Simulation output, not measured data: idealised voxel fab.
The process module that follows is named voxel lift off.
Cross-sectional view cut (width: 180 nm; square cell size: 5 nm).
Cross-section, as written here: a square-cell grid given band by band from the top down, where a band holds one or more rows of cells. In this notation a band is specified by the heights of its top and bottom, in that order and in nm, after which its materials appear from left to right, each paired with its width in nm. The word "throughout" attached to a single material means that material fills the band from edge to edge; the word "empty" stands for empty space. We count height from 0. Below that, the starting wafer is all one material. The lowest band never ends at the bottom but goes on down; see "top 0, no bottom" for how that is written. Per-row width for "30 to 40": begins at first number (top row of band), ends at second number (bottom row), increment between rows held constant. "nothing changed" after a step means that no cell of the cross-section changed. Enclosed voids (no open way to top), threshold 8 cells or more, entry "Unvented voids", notation width x height at distance, distance from left edge, nm. If you see something after the settings on a step's line, that's the simulator's own remark about that step. You can add "overlay nm" to a step's line. For a step with a mask, it describes how far the mask lay to the right of its planned position, and a negative number describes a lay to the left.
Process steps foreseen in the plan:
1) RECEIVE,material Si
2) CONFORMAL_DEP,material Al2O3,thk nm 15
3) PATTERN,tone open,mask id LINES,material resist,width nm 25,pitch nm 50,thk nm 25,overlay nm 0
4) DIRECTIONAL_DEP,material Ru,thk nm 10
5) STRIP,etch materials resist
6) CONFORMAL_DEP,material SiN,thk nm 5
The cross-section here shows the wafer as received, i.e. in its state after step 1:
  top 0, no bottom = Si throughout
  Unvented voids: none
Here's the cross-section of the first of our two wafers at the end of the module - it ran as planned:
  top 30, bottom 25 = empty (45), then SiN (35), then empty (15), then SiN (35), then empty (50)
  top 25, bottom 20 = empty (45), then SiN (5), then Ru (25), then SiN (5), then empty (15), then SiN (5), then Ru (25), then SiN (5), then empty (50)
  top 20, bottom 15 = SiN (50), then Ru (25), then SiN (25), then Ru (25), then SiN (55)
  top 15, bottom 0 = Al2O3 throughout
  top 0, no bottom = Si throughout
  Unvented voids: none
End of module, second wafer, cross-section. Started like the first, planned like the first, run with one mistake:
  top 45, bottom 40 = empty (45), then SiN (35), then empty (15), then SiN (35), then empty (50)
  top 40, bottom 35 = empty (45), then SiN (5), then Ru (25), then SiN (5), then empty (15), then SiN (5), then Ru (25), then SiN (5), then empty (50)
  top 35, bottom 30 = SiN (50), then Ru (25), then SiN (25), then Ru (25), then SiN (55)
  top 30, bottom 0 = Al2O3 throughout
  top 0, no bottom = Si throughout
  Unvented voids: none
Deviation from plan: execution of plan step 2 occurred twice
Final tally in cells, some materials are higher or lower on the second wafer than on the first: Al2O3 +108
